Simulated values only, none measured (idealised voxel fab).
You're looking at the process module voxel gate over fins.
The cross-section on display is named cut; it measures 185 nm wide, and its cells are 5 nm squares.
We lay out every cross-section as a grid of square cells and spell it out in bands from the top down, where one band means one or more rows of cells. It is stipulated that each band's entry specify, in nanometres, the height of the top of the band and then that of its bottom, followed by the materials of the band in left-to-right sequence, each together with its width in nanometres. A single material marked by the word "throughout" is understood to fill the band from edge to edge; the word "blank" is understood to denote empty space. Beneath 0, the wafer as received is one material, and that level is where height counting begins. The lowest band goes on downward without a bottom; it is written like "0 nm and below". Graded width ("30..40"): value in top row of band = first number; value in bottom row = second number; row-to-row change constant. Where the words "nothing was modified" appear for a step, the cross-section shows no cell changed by that step; every cell remained as before. For the entry "Enclosed void list", the listed items are empty spaces with no open way to the top whose size is 8 cells or more; each item follows the pattern width x height at distance, where distance is from the left edge and all three are in nm. It should be noted that, on the line of a given step, the content following the step's settings is a remark produced by the simulator itself with respect to that step. If you see "overlay nm" on a step's line and that step has a mask, it's telling you how far right of where it was planned the mask ended up; a negative number means it went left instead.
### These are the steps we planned for the process
1. RECEIVE [material Si]
2. CONFORMAL_DEP [material SiN] [thk nm 5]
3. DIRECTIONAL_DEP [material aC] [thk nm 10]
4. PATTERN [tone cover] [mask id FINS] [material resist] [width nm 15] [pitch nm 60] [thk nm 25] [overlay nm 0]
5. DIRECTIONAL_ETCH [etch materials aC] [depth nm 10]
6. STRIP [etch materials resist]
7. DIRECTIONAL_ETCH [etch materials SiN] [depth nm 5]
8. DIRECTIONAL_ETCH [etch materials Si] [depth nm 40]
9. STRIP [etch materials aC]
10. FILL_DEP [material SiO2] [thk nm 10]
11. CMP [height nm 5]
12. PATTERN [tone open] [mask id RAIL] [material resist] [width nm 15] [thk nm 20] [overlay nm 0]
13. DIRECTIONAL_ETCH [etch materials SiO2] [depth nm 40]
14. STRIP [etch materials resist]
15. CONFORMAL_DEP [material TiN] [thk nm 5]
16. FILL_DEP [material Ru] [thk nm 5]
17. CMP [height nm 5]
18. SELECTIVE_ETCH [etch materials W Ru TiN] [depth nm 30]
19. FILL_DEP [material SiO2] [thk nm 5]
20. CMP [height nm 5]
21. SELECTIVE_ETCH [etch materials SiO2] [depth nm 20]
22. STRIP [etch materials SiN]
23. CONFORMAL_DEP [material HfO2] [thk nm 5]
24. CONFORMAL_DEP [material TiN] [thk nm 5]
25. FILL_DEP [material W] [thk nm 15]
26. CMP [height nm 20]
27. CONFORMAL_DEP [material SiN] [thk nm 10]
### First wafer, two in total, run as planned
### Wafer cross-section on receipt, i.e. after step 1
> 0 nm and below  Si throughout
> Enclosed void list: none
### The following cross-section depicts the wafer upon completion of step 2
> 5 nm to 0 nm  SiN throughout
> Note: structure below 0 unchanged.
### The following cross-section depicts the wafer upon completion of step 3
> 15 nm to 5 nm  aC throughout
> Note: structure below 5 unchanged.
### The following cross-section depicts the wafer upon completion of step 4
> 40 nm to 15 nm  55 of blank / 15 of resist / 45 of blank / 15 of resist / 55 of blank
> Note: structure below 15 unchanged.
### The following cross-section depicts the wafer upon completion of step 5
> 30 nm to 15 nm  55 of blank / 15 of resist / 45 of blank / 15 of resist / 55 of blank
> 15 nm to 5 nm  55 of blank / 15 of aC / 45 of blank / 15 of aC / 55 of blank
> Note: structure below 5 unchanged.
### The following cross-section depicts the wafer upon completion of step 6
> 15 nm to 5 nm  55 of blank / 15 of aC / 45 of blank / 15 of aC / 55 of blank
> Note: structure below 5 unchanged.
### The following cross-section depicts the wafer upon completion of step 7
> 15 nm to 5 nm  55 of blank / 15 of aC / 45 of blank / 15 of aC / 55 of blank
> 5 nm to 0 nm  55 of blank / 15 of SiN / 45 of blank / 15 of SiN / 55 of blank
> Note: structure below 0 unchanged.
### The following cross-section depicts the wafer upon completion of step 8
> 15 nm to 5 nm  55 of blank / 15 of aC / 45 of blank / 15 of aC / 55 of blank
> 5 nm to 0 nm  55 of blank / 15 of SiN / 45 of blank / 15 of SiN / 55 of blank
> 0 nm to -40 nm  55 of blank / 15 of Si / 45 of blank / 15 of Si / 55 of blank
> Note: structure below -40 unchanged.
### The following cross-section depicts the wafer upon completion of step 9
> 5 nm to 0 nm  55 of blank / 15 of SiN / 45 of blank / 15 of SiN / 55 of blank
> Note: structure below 0 unchanged.
### The following cross-section depicts the wafer upon completion of step 10
> 15 nm to 5 nm  SiO2 throughout
> 5 nm to 0 nm  55 of SiO2 / 15 of SiN / 45 of SiO2 / 15 of SiN / 55 of SiO2
> 0 nm to -40 nm  55 of SiO2 / 15 of Si / 45 of SiO2 / 15 of Si / 55 of SiO2
> Note: structure below -40 unchanged.
### The following cross-section depicts the wafer upon completion of step 11
> 5 nm to 0 nm  55 of SiO2 / 15 of SiN / 45 of SiO2 / 15 of SiN / 55 of SiO2
> Note: structure below 0 unchanged.
### The following cross-section depicts the wafer upon completion of step 12
> 25 nm to 5 nm  85 of resist / 15 of blank / 85 of resist
> Note: structure below 5 unchanged.
### The following cross-section depicts the wafer upon completion of step 13
> 25 nm to 5 nm  85 of resist / 15 of blank / 85 of resist
> 5 nm to 0 nm  55 of SiO2 / 15 of SiN / 15 of SiO2 / 15 of blank / 15 of SiO2 / 15 of SiN / 55 of SiO2
> 0 nm to -35 nm  55 of SiO2 / 15 of Si / 15 of SiO2 / 15 of blank / 15 of SiO2 / 15 of Si / 55 of SiO2
> Note: structure below -35 unchanged.
### The following cross-section depicts the wafer upon completion of step 14
> 5 nm to 0 nm  55 of SiO2 / 15 of SiN / 15 of SiO2 / 15 of blank / 15 of SiO2 / 15 of SiN / 55 of SiO2
> Note: structure below 0 unchanged.
### The following cross-section depicts the wafer upon completion of step 15
> 10 nm to 5 nm  90 of TiN / 5 of blank / 90 of TiN
> 5 nm to 0 nm  55 of SiO2 / 15 of SiN / 15 of SiO2 / 5 of TiN / 5 of blank / 5 of TiN / 15 of SiO2 / 15 of SiN / 55 of SiO2
> 0 nm to -30 nm  55 of SiO2 / 15 of Si / 15 of SiO2 / 5 of TiN / 5 of blank / 5 of TiN / 15 of SiO2 / 15 of Si / 55 of SiO2
> -30 nm to -35 nm  55 of SiO2 / 15 of Si / 15 of SiO2 / 15 of TiN / 15 of SiO2 / 15 of Si / 55 of SiO2
> Note: structure below -35 unchanged.
### The following cross-section depicts the wafer upon completion of step 16
> 15 nm to 10 nm  Ru throughout
> 10 nm to 5 nm  90 of TiN / 5 of Ru / 90 of TiN
> 5 nm to 0 nm  55 of SiO2 / 15 of SiN / 15 of SiO2 / 5 of TiN / 5 of Ru / 5 of TiN / 15 of SiO2 / 15 of SiN / 55 of SiO2
> 0 nm to -30 nm  55 of SiO2 / 15 of Si / 15 of SiO2 / 5 of TiN / 5 of Ru / 5 of TiN / 15 of SiO2 / 15 of Si / 55 of SiO2
> Note: structure below -30 unchanged.
### The following cross-section depicts the wafer upon completion of step 17
> 5 nm to 0 nm  55 of SiO2 / 15 of SiN / 15 of SiO2 / 5 of TiN / 5 of Ru / 5 of TiN / 15 of SiO2 / 15 of SiN / 55 of SiO2
> Note: structure below 0 unchanged.
### The following cross-section depicts the wafer upon completion of step 18
> 5 nm to 0 nm  55 of SiO2 / 15 of SiN / 15 of SiO2 / 15 of blank / 15 of SiO2 / 15 of SiN / 55 of SiO2
> 0 nm to -25 nm  55 of SiO2 / 15 of Si / 15 of SiO2 / 15 of blank / 15 of SiO2 / 15 of Si / 55 of SiO2
> Note: structure below -25 unchanged.
### The following cross-section depicts the wafer upon completion of step 19
> 10 nm to 5 nm  SiO2 throughout
> 5 nm to 0 nm  55 of SiO2 / 15 of SiN / 45 of SiO2 / 15 of SiN / 55 of SiO2
> 0 nm to -25 nm  55 of SiO2 / 15 of Si / 45 of SiO2 / 15 of Si / 55 of SiO2
> Note: structure below -25 unchanged.
### The following cross-section depicts the wafer upon completion of step 20
> 5 nm to 0 nm  55 of SiO2 / 15 of SiN / 45 of SiO2 / 15 of SiN / 55 of SiO2
> Note: structure below 0 unchanged.
### The following cross-section depicts the wafer upon completion of step 21
> 5 nm to 0 nm  55 of blank / 15 of SiN / 45 of blank / 15 of SiN / 55 of blank
> 0 nm to -15 nm  55 of blank / 15 of Si / 45 of blank / 15 of Si / 55 of blank
> Note: structure below -15 unchanged.
### The following cross-section depicts the wafer upon completion of step 22
> 0 nm to -15 nm  55 of blank / 15 of Si / 45 of blank / 15 of Si / 55 of blank
> Note: structure below -15 unchanged.
### The following cross-section depicts the wafer upon completion of step 23
> 5 nm to 0 nm  50 of blank / 25 of HfO2 / 35 of blank / 25 of HfO2 / 50 of blank
> 0 nm to -10 nm  50 of blank / 5 of HfO2 / 15 of Si / 5 of HfO2 / 35 of blank / 5 of HfO2 / 15 of Si / 5 of HfO2 / 50 of blank
> -10 nm to -15 nm  55 of HfO2 / 15 of Si / 45 of HfO2 / 15 of Si / 55 of HfO2
> Note: structure below -15 unchanged.
### The following cross-section depicts the wafer upon completion of step 24
> 10 nm to 5 nm  45 of blank / 35 of TiN / 25 of blank / 35 of TiN / 45 of blank
> 5 nm to 0 nm  45 of blank / 5 of TiN / 25 of HfO2 / 5 of TiN / 25 of blank / 5 of TiN / 25 of HfO2 / 5 of TiN / 45 of blank
> 0 nm to -5 nm  45 of blank / 5 of TiN / 5 of HfO2 / 15 of Si / 5 of HfO2 / 5 of TiN / 25 of blank / 5 of TiN / 5 of HfO2 / 15 of Si / 5 of HfO2 / 5 of TiN / 45 of blank
> -5 nm to -10 nm  50 of TiN / 5 of HfO2 / 15 of Si / 5 of HfO2 / 35 of TiN / 5 of HfO2 / 15 of Si / 5 of HfO2 / 50 of TiN
> Note: structure below -10 unchanged.
### The following cross-section depicts the wafer upon completion of step 25
> 25 nm to 10 nm  W throughout
> 10 nm to 5 nm  45 of W / 35 of TiN / 25 of W / 35 of TiN / 45 of W
> 5 nm to 0 nm  45 of W / 5 of TiN / 25 of HfO2 / 5 of TiN / 25 of W / 5 of TiN / 25 of HfO2 / 5 of TiN / 45 of W
> 0 nm to -5 nm  45 of W / 5 of TiN / 5 of HfO2 / 15 of Si / 5 of HfO2 / 5 of TiN / 25 of W / 5 of TiN / 5 of HfO2 / 15 of Si / 5 of HfO2 / 5 of TiN / 45 of W
> Note: structure below -5 unchanged.
### The following cross-section depicts the wafer upon completion of step 26
> 20 nm to 10 nm  W throughout
> Note: structure below 10 unchanged.
### The following cross-section depicts the wafer upon completion of step 27
> 30 nm to 20 nm  SiN throughout
> Note: structure below 20 unchanged.
### Okay, second wafer. Nothing different at the start, nothing different in the plan, just one mistake somewhere in the running. As far as step 26, counting that step, it's the first wafer all over again
### Here is the second wafer in cross-section at the point where step 27 of the plan should have been done
> 30 nm to 20 nm  SiO2 throughout
> Note: structure below 20 unchanged.
Diagnosis: step 27 was not run as planned; what actually ran was CONFORMAL_DEP [material SiO2] [thk nm 10]
Wrapping up, a cell-based count of both wafers puts the second over or under the first for these materials: SiN -74; SiO2 +74
